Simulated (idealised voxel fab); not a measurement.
Title: Process Module voxel spacer lines
This is section cut - it's 260 nm across, gridded in 5 nm square cells.
A cross-section in this document is a grid of square cells, and it is written down as bands, the top band listed before the ones below it; a band is made up of one or more rows of cells. It is stipulated that each band's entry specify, in nanometres, the height of the top of the band and then that of its bottom, followed by the materials of the band in left-to-right sequence, each together with its width in nanometres. A single material marked by the word "edge to edge" is understood to fill the band from edge to edge; the word "air" is understood to denote empty space. Height is counted from the level 0, under which the received wafer is composed throughout of one material. The lowest of the bands is not closed at the bottom but continues downward, in the notation "top 0, no bottom". The expression "30->40" gives the width at the extremes of the band, the first number at its top row of cells and the second at its bottom row, with the width changing by equal amounts from each row to the next in between. "no change" (step): cross-section cells unchanged, all of them. In the "Closed-off voids" entry, you get each enclosed empty space of 8 cells or more, one with no open way to the top, written width x height at distance, distance from the left edge, in nm. Step line, after settings: the simulator's comment on this step. You can add "overlay nm" to a step's line. For a step with a mask, it describes how far the mask lay to the right of its planned position, and a negative number describes a lay to the left.
[plan]
1) RECEIVE, material Si
2) CONFORMAL_DEP, material SiO2, thk nm 5
3) DIRECTIONAL_DEP, material W, thk nm 15
4) DIRECTIONAL_DEP, material polySi, thk nm 25
5) PATTERN, tone cover, mask id MANDREL, material resist, width nm 15, pitch nm 80, thk nm 30, overlay nm 0
6) DIRECTIONAL_ETCH, etch materials polySi, depth nm 25
7) STRIP, etch materials resist
8) CONFORMAL_DEP, material SiN, thk nm 15
9) DIRECTIONAL_ETCH, etch materials SiN, depth nm 15
10) STRIP, etch materials polySi
11) DIRECTIONAL_ETCH, etch materials W, depth nm 15
12) STRIP, etch materials SiN
13) FILL_DEP, material lowk, thk nm 5
14) CMP, height nm 20
The value of width nm given for step 5 in the plan refers to the first wafer; the wafers vary in this setting and are alike at the start.
[Sectional view: first of several wafers, as received, after step 1]
top 0, no bottom | Si edge to edge
Closed-off voids: none
[wafer rows; end of module; cells per material since receipt: (+) gained, (-) lost; then closed voids]
width nm 15 | +52 SiO2 | +36 W | +120 lowk | Closed-off voids: none
width nm 20 | +52 SiO2 | +36 W | +120 lowk | Closed-off voids: none
width nm 25 | +52 SiO2 | +36 W | +120 lowk | Closed-off voids: none
width nm 30 | +52 SiO2 | +36 W | +120 lowk | Closed-off voids: none
width nm 35 | +52 SiO2 | +36 W | +120 lowk | Closed-off voids: none
width nm 40 | +52 SiO2 | +36 W | +120 lowk | Closed-off voids: none
